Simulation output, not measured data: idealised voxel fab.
Presented below is a process module, voxel ribs on slabs.
The cross-section on display is named cut; it measures 195 nm wide, and its cells are 5 nm squares.
Throughout this document, each cross-section is represented as a grid of square cells and is presented as a sequence of bands enumerated from the top downward, where a band comprises one or more rows of cells.
The entry gives the band's vertical extent as a top height and a bottom height in nm, then its horizontal make-up as materials from left to right, each with a width in nm. "air" stands for empty space; a single material marked "all across" fills the band edge to edge.
The level at which height equals 0 is the one under which the wafer, as it arrives, is entirely one material. No lower edge exists for the bottom band, which continues downward and is notated as in "from 0 down".
Quick explanation for "30->40": the width changes in equal steps down the rows of cells, from the first number in the band's top row to the second number in its bottom row.
What does "nothing was modified" mean for a step? It means no cell of the cross-section changed in that step.
Sealed void listing: empty space of 8 cells or more with no open way to the top, each as width x height at its distance from the left edge, in nm
Step line, after settings: the simulator's comment on this step.
overlay nm: step with mask; distance mask lay right of planned place; negative value = left of planned place.
**The following list gives the planned process steps**
1) RECEIVE with material Si
2) DIRECTIONAL_DEP with material SiO2, thk nm 25
3) DIRECTIONAL_DEP with material polySi, thk nm 15
4) DIRECTIONAL_DEP with material aC, thk nm 15
5) PATTERN with tone cover, mask id RIB, material resist, width nm 15, thk nm 35, overlay nm 0
6) DIRECTIONAL_ETCH with etch materials aC, depth nm 15
7) STRIP with etch materials resist
8) DIRECTIONAL_ETCH with etch materials polySi, depth nm 10
9) STRIP with etch materials aC
10) MASKED_ETCH with tone cover, mask id SLAB, width nm 45, etch materials polySi, depth nm 5, overlay nm 0
11) FILL_DEP with material SiO2, thk nm 20
12) CMP with height nm 50
13) DIRECTIONAL_DEP with material W, thk nm 5
14) PATTERN with tone cover, mask id HEATER, material resist, width nm 25, thk nm 15, overlay nm 0
15) DIRECTIONAL_ETCH with etch materials W, depth nm 5
16) STRIP with etch materials resist
17) CONFORMAL_DEP with material SiN, thk nm 5
**Step 1 complete: cross-section of the wafer as received**
    from 0 down: Si all across
    Sealed void listing: none
**Starting structure and process plan are as shown above, but one mistake was made in running the module; the wafer cross-section at the end of the module follows**
    from 60 to 55: 80 air; 35 SiN; 80 air
    from 55 to 50: 85 SiN; 25 W; 85 SiN
    from 50 to 45: SiO2 all across
    from 45 to 35: 90 SiO2; 15 polySi; 90 SiO2
    from 35 to 30: 75 SiO2; 45 polySi; 75 SiO2
    from 30 to 25: polySi all across
    from 25 to 0: SiO2 all across
    from 0 down: Si all across
    Sealed void listing: none
Where did the run depart from the plan? step 3, actual vs plan mismatch, actual run DIRECTIONAL_DEP with material polySi, thk nm 20
